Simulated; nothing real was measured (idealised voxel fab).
Process module, titled voxel capacitor over wiring
The width of the displayed cross-section, cut, is 180 nm; its cells are square, with a size of 5 nm.
Square cells in a grid make up a cross-section in this document, and the grid is given as bands, listed from the top down, each one or more rows of cells. A band entry consists of two parts. The first gives the height of the band's top and the height of its bottom, in nm. The rest lists the band's materials from left to right, each with its width in nm. A single material labelled with the word "edge to edge" fills the band from edge to edge, and the word "air" marks empty space. Where do heights start? At 0: under that level the wafer as delivered is made of one material only. And the lowest band has no floor; it just carries on downward, as in "from 0 down". Per-row width for "30..40": begins at first number (top row of band), ends at second number (bottom row), increment between rows held constant. The cross-section has no changed cell in any step marked "stayed the same". Listed in "Enclosed cavities": every empty space of 8 or more cells without an open way to the top. Form: width x height at distance, the distance being from the left edge, all in nm. Post-settings text on a step line: simulator's own remark regarding the step. You can add "overlay nm" to a step's line. For a step with a mask, it describes how far the mask lay to the right of its planned position, and a negative number describes a lay to the left.

Plan
1,op RECEIVE | material Si
2,op CONFORMAL_DEP | material SiO2 | thk nm 15
3,op CONFORMAL_DEP | material SiCN | thk nm 5
4,op DIRECTIONAL_DEP | material SiO2 | thk nm 25
5,op MASKED_ETCH | tone open | mask id METAL_1 | width nm 25 | pitch nm 75 | etch materials SiO2 | depth nm 25 | overlay nm 0
6,op MASKED_ETCH | tone open | mask id METAL_1 | width nm 25 | pitch nm 75 | etch materials SiCN | depth nm 5 | overlay nm 0
7,op CONFORMAL_DEP | material TiN | thk nm 5
8,op FILL_DEP | material W | thk nm 10
9,op CMP | height nm 45
10,op CONFORMAL_DEP | material SiCN | thk nm 5
11,op DIRECTIONAL_DEP | material SiO2 | thk nm 20
12,op MASKED_ETCH | tone open | mask id PLUG_1 | width nm 15 | etch materials SiO2 | depth nm 20 | overlay nm 0
13,op MASKED_ETCH | tone open | mask id PLUG_1 | width nm 15 | etch materials SiCN | depth nm 5 | overlay nm 0
14,op EPI | material Ru | thk nm 10
15,op EPI | material Ru | thk nm 10
16,op EPI | material Ru | thk nm 5
17,op DIRECTIONAL_DEP | material TiN | thk nm 10
18,op DIRECTIONAL_DEP | material SiN | thk nm 5
19,op DIRECTIONAL_DEP | material TiN | thk nm 10
20,op MASKED_ETCH | tone cover | mask id UPPER_PLATE | width nm 55 | etch materials TiN | depth nm 10 | overlay nm 0
21,op MASKED_ETCH | tone cover | mask id UPPER_PLATE | width nm 55 | etch materials SiN | depth nm 5 | overlay nm 0
22,op PATTERN | tone cover | mask id LOWER_PLATE | material resist | width nm 65 | thk nm 20 | overlay nm 0
23,op DIRECTIONAL_ETCH | etch materials TiN | depth nm 10
24,op STRIP | etch materials resist
25,op FILL_DEP | material SiO2 | thk nm 15
26,op CMP | height nm 105
27,op MASKED_ETCH | tone open | mask id PLUG_2 | width nm 15 | etch materials SiO2 | depth nm 10 | overlay nm 0
28,op CONFORMAL_DEP | material TiN | thk nm 5
29,op FILL_DEP | material Cu | thk nm 10
30,op CMP | height nm 105
31,op CONFORMAL_DEP | material SiN | thk nm 5

First wafer of two (run as planned)

Wafer as received: cross-section following step 1
* from 0 down = Si edge to edge
* Enclosed cavities: none

After step 2, in cross-section
* from 15 to 0 = SiO2 edge to edge
* Below a height of 0, the structure has not been altered.

After step 3, in cross-section
* from 20 to 15 = SiCN edge to edge
* Below a height of 15, the structure has not been altered.

After step 4, in cross-section
* from 45 to 20 = SiO2 edge to edge
* Below a height of 20, the structure has not been altered.

After step 5, in cross-section
* from 45 to 20 = SiO2: 40  air: 25  SiO2: 50  air: 25  SiO2: 40
* Below a height of 20, the structure has not been altered.

After step 6, in cross-section
* from 45 to 20 = SiO2: 40  air: 25  SiO2: 50  air: 25  SiO2: 40
* from 20 to 15 = SiCN: 40  air: 25  SiCN: 50  air: 25  SiCN: 40
* Below a height of 15, the structure has not been altered.

After step 7, in cross-section
* from 50 to 45 = TiN: 45  air: 15  TiN: 60  air: 15  TiN: 45
* from 45 to 20 = SiO2: 40  TiN: 5  air: 15  TiN: 5  SiO2: 50  TiN: 5  air: 15  TiN: 5  SiO2: 40
* from 20 to 15 = SiCN: 40  TiN: 25  SiCN: 50  TiN: 25  SiCN: 40
* Below a height of 15, the structure has not been altered.

After step 8, in cross-section
* from 60 to 50 = W edge to edge
* from 50 to 45 = TiN: 45  W: 15  TiN: 60  W: 15  TiN: 45
* from 45 to 20 = SiO2: 40  TiN: 5  W: 15  TiN: 5  SiO2: 50  TiN: 5  W: 15  TiN: 5  SiO2: 40
* Below a height of 20, the structure has not been altered.

After step 9, in cross-section
* from 45 to 20 = SiO2: 40  TiN: 5  W: 15  TiN: 5  SiO2: 50  TiN: 5  W: 15  TiN: 5  SiO2: 40
* Below a height of 20, the structure has not been altered.

After step 10, in cross-section
* from 50 to 45 = SiCN edge to edge
* Below a height of 45, the structure has not been altered.

After step 11, in cross-section
* from 70 to 50 = SiO2 edge to edge
* Below a height of 50, the structure has not been altered.

After step 12, in cross-section
* from 70 to 50 = SiO2: 50  air: 15  SiO2: 115
* Below a height of 50, the structure has not been altered.

After step 13, in cross-section
* from 70 to 50 = SiO2: 50  air: 15  SiO2: 115
* from 50 to 45 = SiCN: 50  air: 15  SiCN: 115
* Below a height of 45, the structure has not been altered.

After step 14, in cross-section
* from 70 to 55 = SiO2: 50  air: 15  SiO2: 115
* from 55 to 50 = SiO2: 50  Ru: 15  SiO2: 115
* from 50 to 45 = SiCN: 50  Ru: 15  SiCN: 115
* Below a height of 45, the structure has not been altered.

After step 15, in cross-section
* from 70 to 65 = SiO2: 50  air: 15  SiO2: 115
* from 65 to 50 = SiO2: 50  Ru: 15  SiO2: 115
* Below a height of 50, the structure has not been altered.

After step 16, in cross-section
* from 70 to 50 = SiO2: 50  Ru: 15  SiO2: 115
* Below a height of 50, the structure has not been altered.

After step 17, in cross-section
* from 80 to 70 = TiN edge to edge
* Below a height of 70, the structure has not been altered.

After step 18, in cross-section
* from 85 to 80 = SiN edge to edge
* Below a height of 80, the structure has not been altered.

After step 19, in cross-section
* from 95 to 85 = TiN edge to edge
* Below a height of 85, the structure has not been altered.

After step 20, in cross-section
* from 95 to 85 = air: 50  TiN: 55  air: 75
* Below a height of 85, the structure has not been altered.

After step 21, in cross-section
* from 95 to 85 = air: 50  TiN: 55  air: 75
* from 85 to 80 = air: 50  SiN: 55  air: 75
* Below a height of 80, the structure has not been altered.

After step 22, in cross-section
* from 115 to 95 = air: 45  resist: 65  air: 70
* from 95 to 85 = air: 45  resist: 5  TiN: 55  resist: 5  air: 70
* from 85 to 80 = air: 45  resist: 5  SiN: 55  resist: 5  air: 70
* Below a height of 80, the structure has not been altered.

After step 23, in cross-section
* from 115 to 95 = air: 45  resist: 65  air: 70
* from 95 to 85 = air: 45  resist: 5  TiN: 55  resist: 5  air: 70
* from 85 to 80 = air: 45  resist: 5  SiN: 55  resist: 5  air: 70
* from 80 to 70 = air: 45  TiN: 65  air: 70
* Below a height of 70, the structure has not been altered.

After step 24, in cross-section
* from 95 to 85 = air: 50  TiN: 55  air: 75
* from 85 to 80 = air: 50  SiN: 55  air: 75
* Below a height of 80, the structure has not been altered.

After step 25, in cross-section
* from 110 to 95 = SiO2 edge to edge
* from 95 to 85 = SiO2: 50  TiN: 55  SiO2: 75
* from 85 to 80 = SiO2: 50  SiN: 55  SiO2: 75
* from 80 to 70 = SiO2: 45  TiN: 65  SiO2: 70
* Below a height of 70, the structure has not been altered.

After step 26, in cross-section
* from 105 to 95 = SiO2 edge to edge
* Below a height of 95, the structure has not been altered.

After step 27, in cross-section
* from 105 to 95 = SiO2: 60  air: 15  SiO2: 105
* Below a height of 95, the structure has not been altered.

After step 28, in cross-section
* from 110 to 105 = TiN: 65  air: 5  TiN: 110
* from 105 to 100 = SiO2: 60  TiN: 5  air: 5  TiN: 5  SiO2: 105
* from 100 to 95 = SiO2: 60  TiN: 15  SiO2: 105
* Below a height of 95, the structure has not been altered.

After step 29, in cross-section
* from 120 to 110 = Cu edge to edge
* from 110 to 105 = TiN: 65  Cu: 5  TiN: 110
* from 105 to 100 = SiO2: 60  TiN: 5  Cu: 5  TiN: 5  SiO2: 105
* Below a height of 100, the structure has not been altered.

After step 30, in cross-section
* from 105 to 100 = SiO2: 60  TiN: 5  Cu: 5  TiN: 5  SiO2: 105
* Below a height of 100, the structure has not been altered.

After step 31, in cross-section
* from 110 to 105 = SiN edge to edge
* Below a height of 105, the structure has not been altered.

Wafer two of two - same starting point, same process plan, one mistake in execution; matches wafer one up to and including step 1

Second wafer, sectioned view, at step 2's planned end time
* from 10 to 0 = SiO2 edge to edge
* Below a height of 0, the structure has not been altered.

Second wafer, sectioned view, at step 3's planned end time
* from 15 to 10 = SiCN edge to edge
* Below a height of 10, the structure has not been altered.

Second wafer, sectioned view, at step 4's planned end time
* from 40 to 15 = SiO2 edge to edge
* Below a height of 15, the structure has not been altered.

Second wafer, sectioned view, at step 5's planned end time
* from 40 to 15 = SiO2: 40  air: 25  SiO2: 50  air: 25  SiO2: 40
* Below a height of 15, the structure has not been altered.

Second wafer, sectioned view, at step 6's planned end time
* from 40 to 15 = SiO2: 40  air: 25  SiO2: 50  air: 25  SiO2: 40
* from 15 to 10 = SiCN: 40  air: 25  SiCN: 50  air: 25  SiCN: 40
* Below a height of 10, the structure has not been altered.

Second wafer, sectioned view, at step 7's planned end time
* from 45 to 40 = TiN: 45  air: 15  TiN: 60  air: 15  TiN: 45
* from 40 to 15 = SiO2: 40  TiN: 5  air: 15  TiN: 5  SiO2: 50  TiN: 5  air: 15  TiN: 5  SiO2: 40
* from 15 to 10 = SiCN: 40  TiN: 25  SiCN: 50  TiN: 25  SiCN: 40
* Below a height of 10, the structure has not been altered.

Second wafer, sectioned view, at step 8's planned end time
* from 55 to 45 = W edge to edge
* from 45 to 40 = TiN: 45  W: 15  TiN: 60  W: 15  TiN: 45
* from 40 to 15 = SiO2: 40  TiN: 5  W: 15  TiN: 5  SiO2: 50  TiN: 5  W: 15  TiN: 5  SiO2: 40
* Below a height of 15, the structure has not been altered.

Second wafer, sectioned view, at step 9's planned end time
* from 45 to 40 = TiN: 45  W: 15  TiN: 60  W: 15  TiN: 45
* Below a height of 40, the structure has not been altered.

Second wafer, sectioned view, at step 10's planned end time
* from 50 to 45 = SiCN edge to edge
* Below a height of 45, the structure has not been altered.

Second wafer, sectioned view, at step 11's planned end time
* from 70 to 50 = SiO2 edge to edge
* Below a height of 50, the structure has not been altered.

Second wafer, sectioned view, at step 12's planned end time
* from 70 to 50 = SiO2: 50  air: 15  SiO2: 115
* Below a height of 50, the structure has not been altered.

Second wafer, sectioned view, at step 13's planned end time
* from 70 to 50 = SiO2: 50  air: 15  SiO2: 115
* from 50 to 45 = SiCN: 50  air: 15  SiCN: 115
* Below a height of 45, the structure has not been altered.

Second wafer, sectioned view, at step 14's planned end time
* from 70 to 55 = SiO2: 50  air: 15  SiO2: 115
* from 55 to 50 = SiO2: 50  Ru: 15  SiO2: 115
* from 50 to 45 = SiCN: 50  Ru: 15  SiCN: 115
* Below a height of 45, the structure has not been altered.

Second wafer, sectioned view, at step 15's planned end time
* from 70 to 65 = SiO2: 50  air: 15  SiO2: 115
* from 65 to 50 = SiO2: 50  Ru: 15  SiO2: 115
* Below a height of 50, the structure has not been altered.

Second wafer, sectioned view, at step 16's planned end time
* from 70 to 50 = SiO2: 50  Ru: 15  SiO2: 115
* Below a height of 50, the structure has not been altered.

Second wafer, sectioned view, at step 17's planned end time
* from 80 to 70 = TiN edge to edge
* Below a height of 70, the structure has not been altered.

Second wafer, sectioned view, at step 18's planned end time
* from 85 to 80 = SiN edge to edge
* Below a height of 80, the structure has not been altered.

Second wafer, sectioned view, at step 19's planned end time
* from 95 to 85 = TiN edge to edge
* Below a height of 85, the structure has not been altered.

Second wafer, sectioned view, at step 20's planned end time
* from 95 to 85 = air: 50  TiN: 55  air: 75
* Below a height of 85, the structure has not been altered.

Second wafer, sectioned view, at step 21's planned end time
* from 95 to 85 = air: 50  TiN: 55  air: 75
* from 85 to 80 = air: 50  SiN: 55  air: 75
* Below a height of 80, the structure has not been altered.

Second wafer, sectioned view, at step 22's planned end time
* from 115 to 95 = air: 45  resist: 65  air: 70
* from 95 to 85 = air: 45  resist: 5  TiN: 55  resist: 5  air: 70
* from 85 to 80 = air: 45  resist: 5  SiN: 55  resist: 5  air: 70
* Below a height of 80, the structure has not been altered.

Second wafer, sectioned view, at step 23's planned end time
* from 115 to 95 = air: 45  resist: 65  air: 70
* from 95 to 85 = air: 45  resist: 5  TiN: 55  resist: 5  air: 70
* from 85 to 80 = air: 45  resist: 5  SiN: 55  resist: 5  air: 70
* from 80 to 70 = air: 45  TiN: 65  air: 70
* Below a height of 70, the structure has not been altered.

Second wafer, sectioned view, at step 24's planned end time
* from 95 to 85 = air: 50  TiN: 55  air: 75
* from 85 to 80 = air: 50  SiN: 55  air: 75
* Below a height of 80, the structure has not been altered.

Second wafer, sectioned view, at step 25's planned end time
* from 110 to 95 = SiO2 edge to edge
* from 95 to 85 = SiO2: 50  TiN: 55  SiO2: 75
* from 85 to 80 = SiO2: 50  SiN: 55  SiO2: 75
* from 80 to 70 = SiO2: 45  TiN: 65  SiO2: 70
* Below a height of 70, the structure has not been altered.

Second wafer, sectioned view, at step 26's planned end time
* from 105 to 95 = SiO2 edge to edge
* Below a height of 95, the structure has not been altered.

Second wafer, sectioned view, at step 27's planned end time
* from 105 to 95 = SiO2: 60  air: 15  SiO2: 105
* Below a height of 95, the structure has not been altered.

Second wafer, sectioned view, at step 28's planned end time
* from 110 to 105 = TiN: 65  air: 5  TiN: 110
* from 105 to 100 = SiO2: 60  TiN: 5  air: 5  TiN: 5  SiO2: 105
* from 100 to 95 = SiO2: 60  TiN: 15  SiO2: 105
* Below a height of 95, the structure has not been altered.

Second wafer, sectioned view, at step 29's planned end time
* from 120 to 110 = Cu edge to edge
* from 110 to 105 = TiN: 65  Cu: 5  TiN: 110
* from 105 to 100 = SiO2: 60  TiN: 5  Cu: 5  TiN: 5  SiO2: 105
* Below a height of 100, the structure has not been altered.

Second wafer, sectioned view, at step 30's planned end time
* from 105 to 100 = SiO2: 60  TiN: 5  Cu: 5  TiN: 5  SiO2: 105
* Below a height of 100, the structure has not been altered.

Second wafer, sectioned view, at step 31's planned end time
* from 110 to 105 = SiN edge to edge
* Below a height of 105, the structure has not been altered.
Diagnosis: it should be noted that step 2 was executed with settings other than those planned, the operation and settings actually applied being op CONFORMAL_DEP | material SiO2 | thk nm 10
Cell-count delta at end, second wafer over first, by material: SiO2: 36 fewer | TiN: 30 more | W: 6 more
